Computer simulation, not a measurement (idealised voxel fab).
Proc. module: voxel spacer lines
For reference, the cross-section in this document is cut, with width 245 nm and square cells of 5 nm.
In this document a cross-section is written as a grid of square cells. It is given as a series of bands, listed from the top down, and a band is one or more rows of cells. Per band: top height and bottom height in nm, followed by the left-to-right materials and their widths in nm; "all across" marks a single material spanning edge to edge, "blank" marks empty space. Note: height 0 marks the level under which the wafer is uniformly one material as received. Lowest band unbounded below, written "top 0, no bottom". Graded width ("30->40"): value in top row of band = first number; value in bottom row = second number; row-to-row change constant. Take "nothing changed" at face value: in the step it is given for, the cross-section changed in none of its cells. Each empty space that has no open way to the top and spans at least 8 cells appears under "Completely sealed voids" as width x height at distance, the distance counted from the left edge, all in nm. What comes after the settings on a step's line is commentary from the simulator itself on that step. The line of a step may include "overlay nm". On a step with a mask, this value is how far to the right of its planned place the mask lay. A negative value means the mask lay to the left.

[These are the steps we planned for the process]
1. RECEIVE, material Si
2. CONFORMAL_DEP, material Al2O3, thk nm 5
3. DIRECTIONAL_DEP, material W, thk nm 20
4. DIRECTIONAL_DEP, material aC, thk nm 25
5. PATTERN, tone cover, mask id MANDREL, material resist, width nm 25, pitch nm 70, thk nm 30, overlay nm -15
6. DIRECTIONAL_ETCH, etch materials aC, depth nm 25
7. STRIP, etch materials resist
8. CONFORMAL_DEP, material SiO2, thk nm 10
9. DIRECTIONAL_ETCH, etch materials SiO2, depth nm 10
10. STRIP, etch materials aC
11. DIRECTIONAL_ETCH, etch materials W, depth nm 20
12. STRIP, etch materials SiO2
Every wafer here starts from the same state; it is the step 5 overlay nm that distinguishes them, and the value the plan gives belongs to the first wafer.

[First of several wafers, received after step 1, in cross-section]
  top 0, no bottom: Si all across
  Completely sealed voids: none

[End of the module, past its last step, step 12: how the first of several wafers looks in cross-section]
  top 25, bottom 5: blank: 50, W: 10, blank: 25, W: 10, blank: 25, W: 10, blank: 25, W: 10, blank: 80
  top 5, bottom 0: Al2O3 all across
  top 0, no bottom: Si all across
  Completely sealed voids: none

[X-section, last wafer, module end]
  top 25, bottom 5: blank: 80, W: 10, blank: 25, W: 10, blank: 25, W: 10, blank: 25, W: 10, blank: 50
  top 5, bottom 0: Al2O3 all across
  top 0, no bottom: Si all across
  Completely sealed voids: none

[For your reference, the table is organized with a row per wafer; each row reflects the wafer at the end of the module, indicating for each material the cells gained (+) or lost (-) since receipt, and thereafter its closed voids]
overlay nm -15 | +49 Al2O3 | +32 W | Completely sealed voids: none
overlay nm -10 | +49 Al2O3 | +32 W | Completely sealed voids: none
overlay nm -5 | +49 Al2O3 | +32 W | Completely sealed voids: none
overlay nm 0 | +49 Al2O3 | +32 W | Completely sealed voids: none
overlay nm 5 | +49 Al2O3 | +32 W | Completely sealed voids: none
overlay nm 10 | +49 Al2O3 | +32 W | Completely sealed voids: none
overlay nm 15 | +49 Al2O3 | +32 W | Completely sealed voids: none
